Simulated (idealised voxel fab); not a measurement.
Title: Process Module voxel quadruple lines
Each square cell in cross-section cut measures 5 nm, and the section as a whole is 215 nm wide.
Reading order for cross-sections: top band down to bottom band. Underlying form: a grid of square cells. Band size: one or more rows of cells. This entry defines a band. It first specifies the height of the band's top and the height of its bottom in nm, and then specifies the band's materials from left to right, stating each material with its width in nm. The word "edge to edge" identifies a single material that fills the band from edge to edge, while the word "empty" identifies empty space. Below 0: as-received wafer, all one material; heights counted from there. Lowest band: no bottom, goes on down, written "from 0 down". Graded width ("30..40"): value in top row of band = first number; value in bottom row = second number; row-to-row change constant. The designation "identical to before", where it is given for a processing step, indicates that no cell of the cross-section was altered in the course of that step. Empty spaces without an open route to the top, at least 8 cells in extent, make up the entry "Catalogued sealed voids"; each is given as width x height at distance, where the distance is measured from the left edge, and all are in nm. It should be noted that, on the line of a given step, the content following the step's settings is a remark produced by the simulator itself with respect to that step. What "overlay nm" on a step's line means: if the step has a mask, that mask lay this far to the right of its planned place, or, when the value is negative, to the left.

List of planned process steps
1 RECEIVE | material Si
2 CONFORMAL_DEP | material SiO2 | thk nm 10
3 DIRECTIONAL_DEP | material Ru | thk nm 15
4 DIRECTIONAL_DEP | material polySi | thk nm 10
5 DIRECTIONAL_DEP | material aC | thk nm 25
6 PATTERN | tone cover | mask id MANDREL | material resist | width nm 20 | pitch nm 60 | thk nm 35 | overlay nm 0
7 DIRECTIONAL_ETCH | etch materials aC | depth nm 25
8 STRIP | etch materials resist
9 CONFORMAL_DEP | material SiO2 | thk nm 10
10 DIRECTIONAL_ETCH | etch materials SiO2 | depth nm 10
11 STRIP | etch materials aC
12 DIRECTIONAL_ETCH | etch materials polySi | depth nm 20
13 STRIP | etch materials SiO2
14 CONFORMAL_DEP | material SiN | thk nm 5
15 DIRECTIONAL_ETCH | etch materials SiN | depth nm 5
16 STRIP | etch materials polySi
17 DIRECTIONAL_ETCH | etch materials Ru | depth nm 15
18 STRIP | etch materials SiN
The wafers are alike at the start. At step 4, their thk nm differs. The plan lists the first wafer's value.

Cross-section of the first of several wafers on receipt, reflecting completion of step 1
    from 0 down = Si edge to edge
    Catalogued sealed voids: none

Table: wafers, a row each; end-of-module cell change per material since receipt, gain (+), loss (-); then closed voids
thk nm 10; +24 Ru; +86 SiO2; Catalogued sealed voids: none
thk nm 15; +24 Ru; +86 SiO2; Catalogued sealed voids: none
thk nm 20; +24 Ru; +86 SiO2; Catalogued sealed voids: none
thk nm 25; +86 SiO2; Catalogued sealed voids: none
thk nm 30; +86 SiO2; Catalogued sealed voids: none
thk nm 35; +86 SiO2; Catalogued sealed voids: none
